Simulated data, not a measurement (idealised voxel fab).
This section sets out a process module, namely voxel ribs on slabs.
The figure presents cross-section cut, which has a width of 185 nm and is divided into square cells with an edge length of 5 nm.
A cross-section in this document is a grid of square cells, and it is written down as bands, the top band listed before the ones below it; a band is made up of one or more rows of cells.
It is stipulated that each band's entry specify, in nanometres, the height of the top of the band and then that of its bottom, followed by the materials of the band in left-to-right sequence, each together with its width in nanometres. A single material marked by the word "full width" is understood to fill the band from edge to edge; the word "blank" is understood to denote empty space.
For the purposes of this specification, 0 denotes the height below which the wafer in its as-received condition is composed wholly of one material, and the lowermost band, lacking a lower limit, extends downward without end, as expressed in "z 0 and below".
The two numbers in a width such as "30->40" mark its ends across the band: the first belongs to the top row of cells, the second to the bottom row, and from each row to the next the width moves by the same amount.
For the purposes of this document, the phrase "nothing changed" attached to a step denotes that no cell within the cross-section was modified by that step.
Any empty space of 8 cells or more lacking an open way to the top shows up in "Completely sealed voids" as width x height at distance, distance from the left edge, in nm.
What comes after the settings on a step's line is commentary from the simulator itself on that step.
"overlay nm" answers the question of how far to the right of plan the mask lay on a step that has a mask, and when it is negative the answer is to the left.
This section lists the process steps that were planned
1: op RECEIVE | material Si
2: op DIRECTIONAL_DEP | material SiO2 | thk nm 30
3: op DIRECTIONAL_DEP | material polySi | thk nm 20
4: op PATTERN | tone cover | mask id RIB | material resist | width nm 25 | thk nm 20 | overlay nm 0
5: op DIRECTIONAL_ETCH | etch materials polySi | depth nm 15
6: op STRIP | etch materials resist
7: op PATTERN | tone cover | mask id SLAB | material resist | width nm 75 | thk nm 20 | overlay nm 0
8: op DIRECTIONAL_ETCH | etch materials polySi | depth nm 5
9: op STRIP | etch materials resist
10: op FILL_DEP | material SiO2 | thk nm 30
11: op CMP | height nm 70
12: op DIRECTIONAL_DEP | material W | thk nm 10
13: op DIRECTIONAL_DEP | material aC | thk nm 10
14: op PATTERN | tone cover | mask id HEATER | material resist | width nm 35 | thk nm 30 | overlay nm 0
15: op DIRECTIONAL_ETCH | etch materials aC | depth nm 10
16: op STRIP | etch materials resist
17: op DIRECTIONAL_ETCH | etch materials W | depth nm 10
18: op STRIP | etch materials aC
19: op CONFORMAL_DEP | material SiN | thk nm 5
The cross-section here shows the wafer as received, i.e. in its state after step 1
	z 0 and below | Si full width
	Completely sealed voids: none
The first of the two wafers as seen in cross-section once the module was finished; processing followed the plan
	z 85 to 80 | 70 nm blank; 45 nm SiN; 70 nm blank
	z 80 to 75 | 70 nm blank; 5 nm SiN; 35 nm W; 5 nm SiN; 70 nm blank
	z 75 to 70 | 75 nm SiN; 35 nm W; 75 nm SiN
	z 70 to 50 | SiO2 full width
	z 50 to 35 | 80 nm SiO2; 25 nm polySi; 80 nm SiO2
	z 35 to 30 | 55 nm SiO2; 75 nm polySi; 55 nm SiO2
	z 30 to 0 | SiO2 full width
	z 0 and below | Si full width
	Completely sealed voids: none
This cross-section belongs to the second wafer of two at the end of the module; the start and the plan were shared with the first, and the run included one mistake
	z 85 to 80 | 60 nm blank; 45 nm SiN; 80 nm blank
	z 80 to 75 | 60 nm blank; 5 nm SiN; 35 nm W; 5 nm SiN; 80 nm blank
	z 75 to 70 | 65 nm SiN; 35 nm W; 85 nm SiN
	z 70 to 50 | SiO2 full width
	z 50 to 35 | 80 nm SiO2; 25 nm polySi; 80 nm SiO2
	z 35 to 30 | 55 nm SiO2; 75 nm polySi; 55 nm SiO2
	z 30 to 0 | SiO2 full width
	z 0 and below | Si full width
	Completely sealed voids: none
Short version of what went wrong: step 14 did not use the planned setting and instead ran as op PATTERN | tone cover | mask id HEATER | material resist | width nm 35 | thk nm 30 | overlay nm -10
Cell counts per material: same on both final wafers. Positions: different.
